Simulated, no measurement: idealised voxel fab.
process module | voxel local oxidation
cross-section cut | 205 nm wide | cells 5 nm
A cross-section is a grid of square cells, given in bands from the top down. A band is one or more rows of cells.
Each band's line starts with the height of the band's top and of its bottom, in nm. Then come its materials from left to right, each with its width in nm. One material with "throughout" fills the band from edge to edge. "air" is empty space.
Height 0 is the level under which the wafer as received is all one material. The lowest band goes on downwards, as in "0 down".
A width such as "30 to 40" changes by the same amount from each row of cells to the next, from the band's top row to its bottom row.
"no change" after a step means that no cell of the cross-section changed.
closed voids: empty space of 8 cells or more with no open way to the top, each as width x height at its distance from the left edge, in nm
after a step's settings: what the simulator itself notes on the step
overlay nm, on a step with a mask: how far to the right of its planned place the mask lay; to the left if negative
plan
1 op RECEIVE | material Si
2 op OXIDIZE | depth nm 5
3 op CONFORMAL_DEP | material SiN | thk nm 10
4 op MASKED_ETCH | tone cover | mask id ACTIVE | width nm 105 | etch materials SiN | depth nm 10 | overlay nm 0
5 op SELECTIVE_ETCH | etch materials SiO2 | depth nm 5
6 op OXIDIZE | depth nm 10
7 op STRIP | etch materials SiN
first wafer, as planned
as received, after step 1
  0 down: Si throughout
  closed voids: none
after step 2
  0 to -5: SiO2 throughout
  below -5: unchanged
after step 3
  10 to 0: SiN throughout
  below 0: unchanged
after step 4
  10 to 0: air 50 | SiN 105 | air 50
  below 0: unchanged
after step 5
  10 to 0: air 50 | SiN 105 | air 50
  0 to -5: air 55 | SiO2 95 | air 55
  below -5: unchanged
after step 6
  10 to 0: air 50 | SiN 105 | air 50
  0 to -5: air 55 | SiO2 95 | air 55
  -5 to -15: SiO2 65 | Si 75 | SiO2 65
  below -15: unchanged
after step 7
  0 to -5: air 55 | SiO2 95 | air 55
  below -5: unchanged
second wafer: like start, like plan, one mistake. Through step 3 it matches the first wafer
when step 4 should have ended
  10 to 0: air 50 | SiN 105 | air 50
  below 0: unchanged
when step 5 should have ended
  10 to 0: air 50 | SiN 105 | air 50
  0 to -5: air 55 | SiO2 95 | air 55
  below -5: unchanged
when step 6 should have ended
  10 to 0: air 50 | SiN 105 | air 50
  0 to -5: air 55 | SiO2 95 | air 55
  -5 to -15: SiO2 65 | Si 75 | SiO2 65
  below -15: unchanged
when step 7 should have ended
  0 to -5: air 55 | SiO2 95 | air 55
  below -5: unchanged
what went wrong: step 4 was run twice
at the end the two cross-sections are the same: no effect in what this model computes
